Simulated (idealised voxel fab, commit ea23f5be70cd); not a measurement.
Process module heading - voxel transistor to metal
Pictured: cross-section cut, 145 nm wide, on a grid of 5 nm square cells.
The cross-sections in this document take the form of a grid made of square cells. They are written out as bands, in order from top to bottom. Each band consists of one or more rows of cells.
It is stipulated that each band's entry specify, in nanometres, the height of the top of the band and then that of its bottom, followed by the materials of the band in left-to-right sequence, each together with its width in nanometres. A single material marked by the word "everywhere" is understood to fill the band from edge to edge; the word "blank" is understood to denote empty space.
Zero point of the height axis is 0; under it, received wafer = one material. Lowest band: continues down indefinitely, "0 nm and below".
The notation "30->40" denotes a width that varies across the rows of cells in the band, beginning at the first number in the top row, finishing at the second number in the bottom row, and changing by an identical amount from each row to the next.
"no alteration" means the step left every cell of the cross-section as it was.
Listed in "Entrapped voids": every empty space of 8 or more cells without an open way to the top. Form: width x height at distance, the distance being from the left edge, all in nm.
after a step's settings: what the simulator itself notes on the step
Among the settings permitted on a step's line is "overlay nm"; applied to a step with a mask, it specifies the extent to which the mask lay to the right of its planned position, whereas a negative figure signifies a position to the left.
### Planned process steps
1,RECEIVE: material Si
2,OXIDIZE: depth nm 5
3,CONFORMAL_DEP: material SiN, thk nm 10
4,DIRECTIONAL_DEP: material aC, thk nm 10
5,PATTERN: tone cover, mask id ACTIVE, material resist, width nm 105, thk nm 30, overlay nm 0
6,DIRECTIONAL_ETCH: etch materials aC, depth nm 10
7,STRIP: etch materials resist
8,DIRECTIONAL_ETCH: etch materials SiN, depth nm 10
9,DIRECTIONAL_ETCH: etch materials SiO2, depth nm 5
10,DIRECTIONAL_ETCH: etch materials Si, depth nm 25
11,STRIP: etch materials aC
12,FILL_DEP: material SiO2, thk nm 5
13,CMP: height nm 10
14,SELECTIVE_ETCH: etch materials SiO2, depth nm 10
15,STRIP: etch materials SiN
16,SELECTIVE_ETCH: etch materials SiO2, depth nm 5
17,OXIDIZE: depth nm 5
18,DIRECTIONAL_DEP: material polySi, thk nm 30
19,DIRECTIONAL_DEP: material SiCN, thk nm 10
20,DIRECTIONAL_DEP: material aC, thk nm 15
21,PATTERN: tone cover, mask id GATE, material resist, width nm 35, thk nm 30, overlay nm 0
22,DIRECTIONAL_ETCH: etch materials aC, depth nm 15
23,STRIP: etch materials resist
24,DIRECTIONAL_ETCH: etch materials SiCN, depth nm 20
25,DIRECTIONAL_ETCH: etch materials polySi, depth nm 40
26,STRIP: etch materials aC
27,CONFORMAL_DEP: material SiN, thk nm 5
28,DIRECTIONAL_ETCH: etch materials SiN, depth nm 5
29,DIRECTIONAL_ETCH: etch materials SiO2, depth nm 5
30,DIRECTIONAL_ETCH: etch materials Si, depth nm 5
31,EPI: material SiGe, thk nm 5
32,FILL_DEP: material SiO2, thk nm 10
33,CMP: height nm 25
34,STRIP: etch materials polySi
35,SELECTIVE_ETCH: etch materials SiO2, depth nm 5
36,CONFORMAL_DEP: material HfO2, thk nm 5
37,CONFORMAL_DEP: material TiN, thk nm 5
38,FILL_DEP: material W, thk nm 5
39,CMP: height nm 20
40,DIRECTIONAL_DEP: material SiO2, thk nm 15
41,DIRECTIONAL_DEP: material aC, thk nm 10
42,PATTERN: tone open, mask id CONTACT, material resist, width nm 15, pitch nm 80, thk nm 30, overlay nm 0
43,DIRECTIONAL_ETCH: etch materials aC, depth nm 10
44,STRIP: etch materials resist
45,DIRECTIONAL_ETCH: etch materials SiO2, depth nm 45
46,STRIP: etch materials aC
47,CONFORMAL_DEP: material TiN, thk nm 5
48,FILL_DEP: material Ru, thk nm 5
49,CMP: height nm 35
50,CONFORMAL_DEP: material SiCN, thk nm 5
51,DIRECTIONAL_DEP: material SiO2, thk nm 25
52,MASKED_ETCH: tone open, mask id METAL_1, width nm 15, pitch nm 80, etch materials SiO2, depth nm 25, overlay nm 0
53,MASKED_ETCH: tone open, mask id METAL_1, width nm 15, pitch nm 80, etch materials SiCN, depth nm 5, overlay nm 0
54,CONFORMAL_DEP: material TiN, thk nm 5
55,FILL_DEP: material Ru, thk nm 5
56,CMP: height nm 65
57,EPI: material Ru, thk nm 5
58,FILL_DEP: material SiCN, thk nm 5
### This is the cross-section of the wafer as we received it, i.e. after step 1
- 0 nm and below | Si everywhere
- Entrapped voids: none
### Wafer cross-section at module end: first of two, run to plan
- 75 nm to 70 nm | SiCN everywhere
- 70 nm to 65 nm | SiCN 20, then Ru 25, then SiCN 55, then Ru 25, then SiCN 20
- 65 nm to 40 nm | SiO2 25, then TiN 5, then Ru 5, then TiN 5, then SiO2 65, then TiN 5, then Ru 5, then TiN 5, then SiO2 25
- 40 nm to 35 nm | SiCN 25, then TiN 15, then SiCN 65, then TiN 15, then SiCN 25
- 35 nm to 20 nm | SiO2 25, then TiN 5, then Ru 5, then TiN 5, then SiO2 65, then TiN 5, then Ru 5, then TiN 5, then SiO2 25
- 20 nm to 0 nm | SiO2 25, then TiN 5, then Ru 5, then TiN 5, then SiO2 10, then SiN 5, then HfO2 5, then TiN 5, then W 15, then TiN 5, then HfO2 5, then SiN 5, then SiO2 10, then TiN 5, then Ru 5, then TiN 5, then SiO2 25
- 0 nm to -5 nm | SiO2 25, then TiN 5, then Ru 5, then TiN 5, then SiO2 10, then SiN 5, then HfO2 5, then TiN 25, then HfO2 5, then SiN 5, then SiO2 10, then TiN 5, then Ru 5, then TiN 5, then SiO2 25
- -5 nm to -10 nm | SiO2 25, then TiN 15, then SiO2 5, then SiGe 5, then HfO2 45, then SiGe 5, then SiO2 5, then TiN 15, then SiO2 25
- -10 nm to -15 nm | SiO2 20, then SiGe 30, then Si 45, then SiGe 30, then SiO2 20
- -15 nm to -30 nm | SiO2 20, then Si 105, then SiO2 20
- -30 nm and below | Si everywhere
- Entrapped voids: none
### Now the second wafer, cross-sectioned at the end of the module. Nothing different at the start, nothing different in the plan compared with the first, just one mistake when it was actually run
- 75 nm to 70 nm | SiCN everywhere
- 70 nm to 65 nm | SiCN 20, then Ru 25, then SiCN 55, then Ru 25, then SiCN 20
- 65 nm to 45 nm | SiO2 25, then TiN 5, then Ru 5, then TiN 5, then SiO2 65, then TiN 5, then Ru 5, then TiN 5, then SiO2 25
- 45 nm to 40 nm | SiO2 25, then TiN 15, then SiO2 65, then TiN 15, then SiO2 25
- 40 nm to 35 nm | SiCN 25, then TiN 10, then SiCN 70, then TiN 10, then SiCN 30
- 35 nm to 20 nm | SiO2 25, then TiN 5, then Ru 5, then TiN 5, then SiO2 65, then TiN 5, then Ru 5, then TiN 5, then SiO2 25
- 20 nm to 0 nm | SiO2 25, then TiN 5, then Ru 5, then TiN 5, then SiO2 10, then SiN 5, then HfO2 5, then TiN 5, then W 15, then TiN 5, then HfO2 5, then SiN 5, then SiO2 10, then TiN 5, then Ru 5, then TiN 5, then SiO2 25
- 0 nm to -5 nm | SiO2 25, then TiN 5, then Ru 5, then TiN 5, then SiO2 10, then SiN 5, then HfO2 5, then TiN 25, then HfO2 5, then SiN 5, then SiO2 10, then TiN 5, then Ru 5, then TiN 5, then SiO2 25
- -5 nm to -10 nm | SiO2 25, then TiN 15, then SiO2 5, then SiGe 5, then HfO2 45, then SiGe 5, then SiO2 5, then TiN 15, then SiO2 25
- -10 nm to -15 nm | SiO2 20, then SiGe 30, then Si 45, then SiGe 30, then SiO2 20
- -15 nm to -30 nm | SiO2 20, then Si 105, then SiO2 20
- -30 nm and below | Si everywhere
- Entrapped voids: none
Misprocessing identified: step 53, actual vs plan mismatch, actual run MASKED_ETCH: tone open, mask id METAL_1, width nm 15, pitch nm 80, etch materials SiCN, depth nm 5, overlay nm -5
At the finish, the second wafer shows more or fewer cells for some materials than the first does: -2 Ru; +2 SiCN
